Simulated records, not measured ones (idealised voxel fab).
process module | voxel wiring stack
cross-section cut | 250 nm wide | cells 5 nm
A cross-section is a grid of square cells, given in bands from the top down. A band is one or more rows of cells.
Each band's line starts with the height of the band's top and of its bottom, in nm. Then come its materials from left to right, each with its width in nm. One material with "throughout" fills the band from edge to edge. "air" is empty space.
Height 0 is the level under which the wafer as received is all one material. The lowest band goes on downwards, as in "0 down".
A width such as "30 to 40" changes by the same amount from each row of cells to the next, from the band's top row to its bottom row.
"no change" after a step means that no cell of the cross-section changed.
closed voids: empty space of 8 cells or more with no open way to the top, each as width x height at its distance from the left edge, in nm
after a step's settings: what the simulator itself notes on the step
overlay nm, on a step with a mask: how far to the right of its planned place the mask lay; to the left if negative
plan
1 op RECEIVE | material Si
2 op CONFORMAL_DEP | material SiO2 | thk nm 10
3 op CONFORMAL_DEP | material SiCN | thk nm 5
4 op DIRECTIONAL_DEP | material SiO2 | thk nm 15
5 op DIRECTIONAL_DEP | material aC | thk nm 10
6 op PATTERN | tone open | mask id METAL_1 | material resist | width nm 20 | pitch nm 35 | thk nm 25 | overlay nm 0
7 op DIRECTIONAL_ETCH | etch materials aC | depth nm 10
8 op STRIP | etch materials resist
9 op DIRECTIONAL_ETCH | etch materials SiO2 | depth nm 15
10 op DIRECTIONAL_ETCH | etch materials SiCN | depth nm 5
11 op STRIP | etch materials aC
12 op CONFORMAL_DEP | material TiN | thk nm 5
13 op FILL_DEP | material Cu | thk nm 10
14 op CMP | height nm 30
15 op EPI | material Ru | thk nm 5
16 op FILL_DEP | material SiCN | thk nm 5
17 op DIRECTIONAL_DEP | material SiO2 | thk nm 15
18 op DIRECTIONAL_DEP | material aC | thk nm 10
19 op PATTERN | tone open | mask id PLUG_1 | material resist | width nm 15 | pitch nm 70 | thk nm 25 | overlay nm 0
20 op DIRECTIONAL_ETCH | etch materials aC | depth nm 10
21 op STRIP | etch materials resist
22 op DIRECTIONAL_ETCH | etch materials SiO2 | depth nm 15
23 op DIRECTIONAL_ETCH | etch materials SiCN | depth nm 5
24 op STRIP | etch materials aC
25 op CONFORMAL_DEP | material TiN | thk nm 5
26 op FILL_DEP | material W | thk nm 5
27 op CMP | height nm 55
28 op DIRECTIONAL_DEP | material TiN | thk nm 5
29 op DIRECTIONAL_DEP | material W | thk nm 25
30 op MASKED_ETCH | tone cover | mask id METAL_2 | width nm 20 | pitch nm 35 | etch materials W | depth nm 25 | overlay nm 0
31 op MASKED_ETCH | tone cover | mask id METAL_2 | width nm 20 | pitch nm 35 | etch materials TiN | depth nm 5 | overlay nm 0
32 op CONFORMAL_DEP | material SiN | thk nm 5
33 op FILL_DEP | material SiO2 | thk nm 5
34 op CMP | height nm 85
35 op CONFORMAL_DEP | material SiCN | thk nm 5
36 op DIRECTIONAL_DEP | material lowk | thk nm 25
37 op DIRECTIONAL_DEP | material aC | thk nm 10
38 op PATTERN | tone open | mask id METAL_3 | material resist | width nm 20 | pitch nm 35 | thk nm 25 | overlay nm 0
39 op DIRECTIONAL_ETCH | etch materials aC | depth nm 10
40 op STRIP | etch materials resist
41 op DIRECTIONAL_ETCH | etch materials lowk | depth nm 15
42 op STRIP | etch materials aC
43 op PATTERN | tone open | mask id METAL_3_HOLES | material resist | width nm 15 | pitch nm 35 | thk nm 20 | overlay nm 0
44 op DIRECTIONAL_ETCH | etch materials lowk | depth nm 10
45 op DIRECTIONAL_ETCH | etch materials SiCN | depth nm 5
46 op STRIP | etch materials resist
47 op CONFORMAL_DEP | material TiN | thk nm 5
48 op FILL_DEP | material Cu | thk nm 10
49 op CMP | height nm 115
50 op CONFORMAL_DEP | material SiN | thk nm 5
as received, after step 1
  0 down: Si throughout
  closed voids: none
a wafer at the end: this start, this plan, one mistake
  120 to 115: SiN throughout
  115 to 105: lowk 80 | TiN 5 | Cu 10 | TiN 5 | lowk 15 | TiN 5 | Cu 10 | TiN 5 | lowk 15 | TiN 5 | Cu 10 | TiN 5 | lowk 80
  105 to 100: lowk 80 | TiN 5 | Cu 5 | TiN 10 | lowk 15 | TiN 5 | Cu 5 | TiN 10 | lowk 15 | TiN 5 | Cu 5 | TiN 10 | lowk 80
  100 to 90: lowk 80 | TiN 5 | Cu 5 | TiN 5 | lowk 20 | TiN 5 | Cu 5 | TiN 5 | lowk 20 | TiN 5 | Cu 5 | TiN 5 | lowk 85
  90 to 85: SiCN 80 | TiN 15 | SiCN 20 | TiN 15 | SiCN 20 | TiN 15 | SiCN 85
  85 to 60: SiO2 75 | SiN 5 | W 20 | SiN 5 | SiO2 5 | SiN 5 | W 20 | SiN 5 | SiO2 5 | SiN 5 | W 20 | SiN 5 | SiO2 75
  60 to 55: SiN 80 | TiN 20 | SiN 15 | TiN 20 | SiN 15 | TiN 20 | SiN 80
  55 to 40: SiO2 80 | TiN 5 | W 5 | TiN 5 | SiO2 55 | TiN 5 | W 5 | TiN 5 | SiO2 85
  40 to 35: SiCN 80 | TiN 15 | SiCN 55 | TiN 15 | SiCN 85
  35 to 30: Ru throughout
  30 to 25: Cu throughout
  25 to 20: TiN 85 | Cu 10 | TiN 25 | Cu 10 | TiN 25 | Cu 10 | TiN 85
  20 to 5: SiO2 80 | TiN 5 | Cu 10 | TiN 5 | SiO2 15 | TiN 5 | Cu 10 | TiN 5 | SiO2 15 | TiN 5 | Cu 10 | TiN 5 | SiO2 80
  5 to 0: SiCN 80 | TiN 20 | SiCN 15 | TiN 20 | SiCN 15 | TiN 20 | SiCN 80
  0 down: Si throughout
  closed voids: none
what went wrong: step 2 was left out
